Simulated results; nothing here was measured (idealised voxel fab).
process module | voxel tone inversion
cross-section cut | 250 nm wide | cells 5 nm
A cross-section is a grid of square cells, given in bands from the top down. A band is one or more rows of cells.
Each band's line starts with the height of the band's top and of its bottom, in nm. Then come its materials from left to right, each with its width in nm. One material with "throughout" fills the band from edge to edge. "air" is empty space.
Height 0 is the level under which the wafer as received is all one material. The lowest band goes on downwards, as in "0 down".
A width such as "30 to 40" changes by the same amount from each row of cells to the next, from the band's top row to its bottom row.
"no change" after a step means that no cell of the cross-section changed.
closed voids: empty space of 8 cells or more with no open way to the top, each as width x height at its distance from the left edge, in nm
after a step's settings: what the simulator itself notes on the step
overlay nm, on a step with a mask: how far to the right of its planned place the mask lay; to the left if negative
plan
1 op RECEIVE | material Si
2 op CONFORMAL_DEP | material SiN | thk nm 5
3 op DIRECTIONAL_DEP | material polySi | thk nm 25
4 op PATTERN | tone cover | mask id POSTS | material resist | width nm 20 | pitch nm 35 | thk nm 30 | overlay nm 0
5 op DIRECTIONAL_ETCH | etch materials polySi | depth nm 25
6 op STRIP | etch materials resist
7 op FILL_DEP | material SiO2 | thk nm 5
8 op CMP | height nm 30
9 op STRIP | etch materials polySi
as received, after step 1
  0 down: Si throughout
  closed voids: none
first wafer at the end, as planned
  30 to 5: SiO2 95 | air 20 | SiO2 15 | air 20 | SiO2 100
  5 to 0: SiN throughout
  0 down: Si throughout
  closed voids: none
second wafer at the end: like start, like plan, one mistake
  30 to 5: air 95 | SiO2 20 | air 15 | SiO2 20 | air 100
  5 to 0: SiN throughout
  0 down: Si throughout
  closed voids: none
what went wrong: step 4 ran as: op PATTERN | tone open | mask id POSTS | material resist | width nm 20 | pitch nm 35 | thk nm 30 | overlay nm 0
at the end the second wafer has, in cells: 170 fewer of SiO2
